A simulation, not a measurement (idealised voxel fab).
Process module under the name voxel capacitor over wiring
Section shown: cut. Width: 170 nm. Cell size: 5 nm, square.
We lay out every cross-section as a grid of square cells and spell it out in bands from the top down, where one band means one or more rows of cells. Read a band's entry like this: the first values are the height of its top and the height of its bottom in nm, and what follows is the sequence of materials from left to right, each with its width in nm. Note that "empty" is empty space, and that a single material marked "full width" reaches across the band from edge to edge. The reference from which all heights are counted is 0, the level beneath which the as-received wafer is entirely one material; the lowest band, having no lower bound, proceeds downward and is written after the example "0 and below". When a width is written as two numbers, as in "30->40", the first number is the width in the top row of cells of the band and the second is the width in its bottom row, and the width changes by the same amount from each row to the next. When a step is marked "no modifications", none of the cells in the cross-section changed during that step. Entry "Tabulated closed voids" = empty spaces >= 8 cells with no open way to the top; each as width x height at distance, distance from left edge, all nm. The remark found on a step's line after its settings is issued by the simulator itself and pertains to that step. A step line may carry the setting "overlay nm", which, for steps involving a mask, states the distance by which the mask lay to the right of its intended position; negative values denote displacement to the left.
**The steps planned for the process are as follows**
1. op RECEIVE | material Si
2. op CONFORMAL_DEP | material SiO2 | thk nm 15
3. op CONFORMAL_DEP | material SiN | thk nm 5
4. op DIRECTIONAL_DEP | material SiO2 | thk nm 25
5. op DIRECTIONAL_DEP | material aC | thk nm 15
6. op PATTERN | tone open | mask id METAL_1 | material resist | width nm 30 | pitch nm 90 | thk nm 30 | overlay nm 0
7. op DIRECTIONAL_ETCH | etch materials aC | depth nm 15
8. op STRIP | etch materials resist
9. op DIRECTIONAL_ETCH | etch materials SiO2 | depth nm 25
10. op DIRECTIONAL_ETCH | etch materials SiN | depth nm 5
11. op STRIP | etch materials aC
12. op CONFORMAL_DEP | material TiN | thk nm 5
13. op FILL_DEP | material Cu | thk nm 10
14. op CMP | height nm 45
15. op CONFORMAL_DEP | material SiCN | thk nm 5
16. op DIRECTIONAL_DEP | material SiO2 | thk nm 15
17. op PATTERN | tone open | mask id PLUG_1 | material resist | width nm 15 | thk nm 20 | overlay nm 0
18. op DIRECTIONAL_ETCH | etch materials SiO2 | depth nm 15
19. op DIRECTIONAL_ETCH | etch materials SiCN | depth nm 5
20. op STRIP | etch materials resist
21. op CONFORMAL_DEP | material TiN | thk nm 5
22. op FILL_DEP | material W | thk nm 5
23. op CMP | height nm 65
24. op DIRECTIONAL_DEP | material TiN | thk nm 5
25. op DIRECTIONAL_DEP | material SiN | thk nm 5
26. op DIRECTIONAL_DEP | material TiN | thk nm 5
27. op MASKED_ETCH | tone cover | mask id UPPER_PLATE | width nm 65 | etch materials TiN | depth nm 5 | overlay nm 0
28. op MASKED_ETCH | tone cover | mask id UPPER_PLATE | width nm 65 | etch materials SiN | depth nm 5 | overlay nm 0
29. op DIRECTIONAL_DEP | material aC | thk nm 15
30. op PATTERN | tone cover | mask id LOWER_PLATE | material resist | width nm 75 | thk nm 35 | overlay nm 0
31. op DIRECTIONAL_ETCH | etch materials aC | depth nm 15
32. op STRIP | etch materials resist
33. op DIRECTIONAL_ETCH | etch materials TiN | depth nm 5
34. op STRIP | etch materials aC
35. op FILL_DEP | material SiO2 | thk nm 15
36. op CMP | height nm 90
37. op MASKED_ETCH | tone open | mask id PLUG_2 | width nm 15 | etch materials SiO2 | depth nm 10 | overlay nm 0
38. op CONFORMAL_DEP | material TiN | thk nm 5
39. op FILL_DEP | material Cu | thk nm 5
40. op CMP | height nm 90
41. op CONFORMAL_DEP | material SiCN | thk nm 5
**First wafer out of two, processed as planned**
**So this is the incoming wafer in cross-section - it's already been through step 1**
> 0 and below: Si full width
> Tabulated closed voids: none
**Wafer xsec, post step 2**
> 15 down to 0: SiO2 full width
> Nothing below the height 0 has changed.
**Wafer xsec, post step 3**
> 20 down to 15: SiN full width
> Nothing below the height 15 has changed.
**Wafer xsec, post step 4**
> 45 down to 20: SiO2 full width
> Nothing below the height 20 has changed.
**Wafer xsec, post step 5**
> 60 down to 45: aC full width
> Nothing below the height 45 has changed.
**Wafer xsec, post step 6**
> 90 down to 60: resist: 25  empty: 30  resist: 60  empty: 30  resist: 25
> Nothing below the height 60 has changed.
**Wafer xsec, post step 7**
> 75 down to 60: resist: 25  empty: 30  resist: 60  empty: 30  resist: 25
> 60 down to 45: aC: 25  empty: 30  aC: 60  empty: 30  aC: 25
> Nothing below the height 45 has changed.
**Wafer xsec, post step 8**
> 60 down to 45: aC: 25  empty: 30  aC: 60  empty: 30  aC: 25
> Nothing below the height 45 has changed.
**Wafer xsec, post step 9**
> 60 down to 45: aC: 25  empty: 30  aC: 60  empty: 30  aC: 25
> 45 down to 20: SiO2: 25  empty: 30  SiO2: 60  empty: 30  SiO2: 25
> Nothing below the height 20 has changed.
**Wafer xsec, post step 10**
> 60 down to 45: aC: 25  empty: 30  aC: 60  empty: 30  aC: 25
> 45 down to 20: SiO2: 25  empty: 30  SiO2: 60  empty: 30  SiO2: 25
> 20 down to 15: SiN: 25  empty: 30  SiN: 60  empty: 30  SiN: 25
> Nothing below the height 15 has changed.
**Wafer xsec, post step 11**
> 45 down to 20: SiO2: 25  empty: 30  SiO2: 60  empty: 30  SiO2: 25
> Nothing below the height 20 has changed.
**Wafer xsec, post step 12**
> 50 down to 45: TiN: 30  empty: 20  TiN: 70  empty: 20  TiN: 30
> 45 down to 20: SiO2: 25  TiN: 5  empty: 20  TiN: 5  SiO2: 60  TiN: 5  empty: 20  TiN: 5  SiO2: 25
> 20 down to 15: SiN: 25  TiN: 30  SiN: 60  TiN: 30  SiN: 25
> Nothing below the height 15 has changed.
**Wafer xsec, post step 13**
> 60 down to 50: Cu full width
> 50 down to 45: TiN: 30  Cu: 20  TiN: 70  Cu: 20  TiN: 30
> 45 down to 20: SiO2: 25  TiN: 5  Cu: 20  TiN: 5  SiO2: 60  TiN: 5  Cu: 20  TiN: 5  SiO2: 25
> Nothing below the height 20 has changed.
**Wafer xsec, post step 14**
> 45 down to 20: SiO2: 25  TiN: 5  Cu: 20  TiN: 5  SiO2: 60  TiN: 5  Cu: 20  TiN: 5  SiO2: 25
> Nothing below the height 20 has changed.
**Wafer xsec, post step 15**
> 50 down to 45: SiCN full width
> Nothing below the height 45 has changed.
**Wafer xsec, post step 16**
> 65 down to 50: SiO2 full width
> Nothing below the height 50 has changed.
**Wafer xsec, post step 17**
> 85 down to 65: resist: 40  empty: 15  resist: 115
> Nothing below the height 65 has changed.
**Wafer xsec, post step 18**
> 85 down to 65: resist: 40  empty: 15  resist: 115
> 65 down to 50: SiO2: 40  empty: 15  SiO2: 115
> Nothing below the height 50 has changed.
**Wafer xsec, post step 19**
> 85 down to 65: resist: 40  empty: 15  resist: 115
> 65 down to 50: SiO2: 40  empty: 15  SiO2: 115
> 50 down to 45: SiCN: 40  empty: 15  SiCN: 115
> Nothing below the height 45 has changed.
**Wafer xsec, post step 20**
> 65 down to 50: SiO2: 40  empty: 15  SiO2: 115
> Nothing below the height 50 has changed.
**Wafer xsec, post step 21**
> 70 down to 65: TiN: 45  empty: 5  TiN: 120
> 65 down to 50: SiO2: 40  TiN: 5  empty: 5  TiN: 5  SiO2: 115
> 50 down to 45: SiCN: 40  TiN: 15  SiCN: 115
> Nothing below the height 45 has changed.
**Wafer xsec, post step 22**
> 75 down to 70: W full width
> 70 down to 65: TiN: 45  W: 5  TiN: 120
> 65 down to 50: SiO2: 40  TiN: 5  W: 5  TiN: 5  SiO2: 115
> Nothing below the height 50 has changed.
**Wafer xsec, post step 23**
> 65 down to 50: SiO2: 40  TiN: 5  W: 5  TiN: 5  SiO2: 115
> Nothing below the height 50 has changed.
**Wafer xsec, post step 24**
> 70 down to 65: TiN full width
> Nothing below the height 65 has changed.
**Wafer xsec, post step 25**
> 75 down to 70: SiN full width
> Nothing below the height 70 has changed.
**Wafer xsec, post step 26**
> 80 down to 75: TiN full width
> Nothing below the height 75 has changed.
**Wafer xsec, post step 27**
> 80 down to 75: empty: 40  TiN: 65  empty: 65
> Nothing below the height 75 has changed.
**Wafer xsec, post step 28**
> 80 down to 75: empty: 40  TiN: 65  empty: 65
> 75 down to 70: empty: 40  SiN: 65  empty: 65
> Nothing below the height 70 has changed.
**Wafer xsec, post step 29**
> 95 down to 85: empty: 40  aC: 65  empty: 65
> 85 down to 80: aC full width
> 80 down to 75: aC: 40  TiN: 65  aC: 65
> 75 down to 70: aC: 40  SiN: 65  aC: 65
> Nothing below the height 70 has changed.
**Wafer xsec, post step 30**
> 130 down to 95: empty: 35  resist: 75  empty: 60
> 95 down to 85: empty: 35  resist: 5  aC: 65  resist: 5  empty: 60
> Nothing below the height 85 has changed.
**Wafer xsec, post step 31**
> 115 down to 95: empty: 35  resist: 75  empty: 60
> 95 down to 85: empty: 35  resist: 5  aC: 65  resist: 5  empty: 60
> 85 down to 80: empty: 35  aC: 75  empty: 60
> 80 down to 75: empty: 35  aC: 5  TiN: 65  aC: 5  empty: 60
> 75 down to 70: empty: 35  aC: 5  SiN: 65  aC: 5  empty: 60
> Nothing below the height 70 has changed.
**Wafer xsec, post step 32**
> 95 down to 85: empty: 40  aC: 65  empty: 65
> Nothing below the height 85 has changed.
**Wafer xsec, post step 33**
> 95 down to 85: empty: 40  aC: 65  empty: 65
> 85 down to 80: empty: 35  aC: 75  empty: 60
> 80 down to 75: empty: 35  aC: 5  TiN: 65  aC: 5  empty: 60
> 75 down to 70: empty: 35  aC: 5  SiN: 65  aC: 5  empty: 60
> 70 down to 65: empty: 35  TiN: 75  empty: 60
> Nothing below the height 65 has changed.
**Wafer xsec, post step 34**
> 80 down to 75: empty: 40  TiN: 65  empty: 65
> 75 down to 70: empty: 40  SiN: 65  empty: 65
> Nothing below the height 70 has changed.
**Wafer xsec, post step 35**
> 95 down to 80: SiO2 full width
> 80 down to 75: SiO2: 40  TiN: 65  SiO2: 65
> 75 down to 70: SiO2: 40  SiN: 65  SiO2: 65
> 70 down to 65: SiO2: 35  TiN: 75  SiO2: 60
> Nothing below the height 65 has changed.
**Wafer xsec, post step 36**
> 90 down to 80: SiO2 full width
> Nothing below the height 80 has changed.
**Wafer xsec, post step 37**
> 90 down to 80: SiO2: 50  empty: 15  SiO2: 105
> Nothing below the height 80 has changed.
**Wafer xsec, post step 38**
> 95 down to 90: TiN: 55  empty: 5  TiN: 110
> 90 down to 85: SiO2: 50  TiN: 5  empty: 5  TiN: 5  SiO2: 105
> 85 down to 75: SiO2: 50->40  TiN: 15->65  SiO2: 105->65
> Nothing below the height 75 has changed.
**Wafer xsec, post step 39**
> 100 down to 95: Cu full width
> 95 down to 90: TiN: 55  Cu: 5  TiN: 110
> 90 down to 85: SiO2: 50  TiN: 5  Cu: 5  TiN: 5  SiO2: 105
> Nothing below the height 85 has changed.
**Wafer xsec, post step 40**
> 90 down to 85: SiO2: 50  TiN: 5  Cu: 5  TiN: 5  SiO2: 105
> Nothing below the height 85 has changed.
**Wafer xsec, post step 41**
> 95 down to 90: SiCN full width
> Nothing below the height 90 has changed.
**The second wafer: identical to the first at the outset and in its planned sequence, differing only in that one mistake was made during processing; up to and including step 35, its path is the first wafer's path**
**Second wafer, cross-section, planned end of step 36**
> 80 down to 75: SiO2: 40  TiN: 65  SiO2: 65
> Nothing below the height 75 has changed.
Second wafer, cross-section, planned end of step 37: no modifications
**Second wafer, cross-section, planned end of step 38**
> 85 down to 80: TiN full width
> Nothing below the height 80 has changed.
**Second wafer, cross-section, planned end of step 39**
> 90 down to 85: Cu full width
> Nothing below the height 85 has changed.
Second wafer, cross-section, planned end of step 40: no modifications
**Second wafer, cross-section, planned end of step 41**
> 95 down to 90: SiCN full width
> Nothing below the height 90 has changed.
In executing the process, a mistake was made relative to the plan: step 36 was run on a setting that differed from the plan, and what really ran there is op CMP | height nm 80
Cell-count delta at end, second wafer over first, by material: Cu +33 | SiO2 -62 | TiN +29
